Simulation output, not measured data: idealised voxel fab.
Proc. module: voxel spacer lines
cross-section cut | 300 nm wide | cells 5 nm
Cross-section layout: square cells on a grid; listed as bands, top to bottom; a band spans one or more cell rows. It is stipulated that each band's entry specify, in nanometres, the height of the top of the band and then that of its bottom, followed by the materials of the band in left-to-right sequence, each together with its width in nanometres. A single material marked by the word "all across" is understood to fill the band from edge to edge; the word "empty" is understood to denote empty space. Ref level 0: as-received wafer is one material below here. Bottom band extends down with no lower bound ("0..down"). You'd read "30..40" like this: the band's top row of cells is as wide as the first number, its bottom row is as wide as the second, and going down, every row changes width by the same amount as the row before did. Given "left unchanged" for a step, no cell of the cross-section differs between before and after that step. Listed in "Sealed-off cavities": every empty space of 8 or more cells without an open way to the top. Form: width x height at distance, the distance being from the left edge, all in nm. If you see something after the settings on a step's line, that's the simulator's own remark about that step. "overlay nm" answers the question of how far to the right of plan the mask lay on a step that has a mask, and when it is negative the answer is to the left.
[The steps planned for the process are as follows]
1,RECEIVE (material Si)
2,CONFORMAL_DEP (material SiO2; thk nm 5)
3,DIRECTIONAL_DEP (material W; thk nm 10)
4,DIRECTIONAL_DEP (material polySi; thk nm 30)
5,PATTERN (tone cover; mask id MANDREL; material resist; width nm 15; pitch nm 70; thk nm 35; overlay nm 0)
6,DIRECTIONAL_ETCH (etch materials polySi; depth nm 30)
7,STRIP (etch materials resist)
8,CONFORMAL_DEP (material SiN; thk nm 15)
9,DIRECTIONAL_ETCH (etch materials SiN; depth nm 15)
10,STRIP (etch materials polySi)
11,DIRECTIONAL_ETCH (etch materials W; depth nm 10)
12,STRIP (etch materials SiN)
13,FILL_DEP (material SiO2; thk nm 5)
14,CMP (height nm 15)
Among the wafers covered here, the point of difference is the width nm at step 5; their starting state is shared, and the plan presents the value of the first wafer.
[First wafer of several, as received: cross-section after step 1]
0..down  Si all across
Sealed-off cavities: none
[Take a look at the first of several wafers in cross-section: the module is done, and step 14 was its last step]
15..5  60 nm SiO2 | 15 nm W | 15 nm SiO2 | 15 nm W | 25 nm SiO2 | 15 nm W | 15 nm SiO2 | 15 nm W | 25 nm SiO2 | 15 nm W | 15 nm SiO2 | 15 nm W | 55 nm SiO2
5..0  SiO2 all across
0..down  Si all across
Sealed-off cavities: none
[Cross-sectional depiction of the last of several wafers upon completion of the module]
15..5  50 nm SiO2 | 15 nm W | 35 nm SiO2 | 15 nm W | 5 nm SiO2 | 15 nm W | 35 nm SiO2 | 15 nm W | 5 nm SiO2 | 15 nm W | 35 nm SiO2 | 15 nm W | 45 nm SiO2
5..0  SiO2 all across
0..down  Si all across
Sealed-off cavities: none
[Each row below is a wafer at the end of the module, listing for every material the number of cells it has gained (+) or lost (-) since it was received, followed by its closed voids]
width nm 15; +144 SiO2; +36 W; Sealed-off cavities: none
width nm 20; +144 SiO2; +36 W; Sealed-off cavities: none
width nm 25; +144 SiO2; +36 W; Sealed-off cavities: none
width nm 30; +144 SiO2; +36 W; Sealed-off cavities: none
width nm 35; +144 SiO2; +36 W; Sealed-off cavities: none
